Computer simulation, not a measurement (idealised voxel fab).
Process module in this document: voxel released beams
Pictured: cross-section cut, 250 nm wide, on a grid of 5 nm square cells.
Bands, listed from the top down, are how a cross-section gets written in this document; the cross-section itself is a grid of square cells, and a band is one or more rows of them.
Each band's line starts with the height of the band's top and of its bottom, in nm. Then come its materials from left to right, each with its width in nm. One material with "everywhere" fills the band from edge to edge. "air" is empty space.
Heads up on the height convention: 0 is the point under which the incoming wafer is all one material, and the lowest band has no bottom, it just keeps going down, like "0 down".
Note: "30..40" means the width goes from the first number (top row of the band) to the second number (bottom row) in equal steps per row of cells.
Key: "no alterations made" - step with no changed cell in the cross-section.
"Trapped cavities" contains a list of empty spaces, each no smaller than 8 cells and without an open way to the top, written in the form width x height at distance with the distance from the left edge and all three in nm.
It should be noted that, on the line of a given step, the content following the step's settings is a remark produced by the simulator itself with respect to that step.
Steps that use a mask can have "overlay nm" on their line. It says how far the mask sat to the right of where it was meant to be. Negative means to the left.

## List of planned process steps
1 RECEIVE [material Si]
2 CONFORMAL_DEP [material SiN] [thk nm 5]
3 DIRECTIONAL_DEP [material SiO2] [thk nm 10]
4 PATTERN [tone open] [mask id ANCHOR] [material resist] [width nm 25] [thk nm 15] [overlay nm 0]
5 DIRECTIONAL_ETCH [etch materials SiO2] [depth nm 10]
6 STRIP [etch materials resist]
7 CONFORMAL_DEP [material W] [thk nm 10]
8 DIRECTIONAL_DEP [material aC] [thk nm 10]
9 PATTERN [tone cover] [mask id BEAM] [material resist] [width nm 70] [thk nm 25] [overlay nm 0]
10 DIRECTIONAL_ETCH [etch materials aC] [depth nm 10]
11 STRIP [etch materials resist]
12 DIRECTIONAL_ETCH [etch materials W] [depth nm 10]
13 STRIP [etch materials aC]
14 STRIP [etch materials SiO2]

## As-received state of the wafer in cross-section, equivalent to post-step 1
> 0 down = Si everywhere
> Trapped cavities: none

## First wafer of two, sectioned at end of module; run went per plan
> 25 to 15 = 85 of air, 15 of W, 5 of air, 50 of W, 95 of air
> 15 to 5 = 90 of air, 25 of W, 135 of air
> 5 to 0 = SiN everywhere
> 0 down = Si everywhere
> Trapped cavities: none

## Cross-sectional view of the second of two wafers upon completion of the module. This wafer shared its starting condition and process plan with the first; one error was made during its execution
> 25 to 15 = 85 of air, 40 of W, 125 of air
> 15 to 5 = 80 of air, 10 of W, 25 of SiO2, 40 of W, 95 of air
> 5 to 0 = SiN everywhere
> 0 down = Si everywhere
> Trapped cavities: none
Run error: step 4 off recipe, ran as PATTERN [tone cover] [mask id ANCHOR] [material resist] [width nm 25] [thk nm 15] [overlay nm 0]
Cell-count delta at end, second wafer over first, by material: 10 more of SiO2
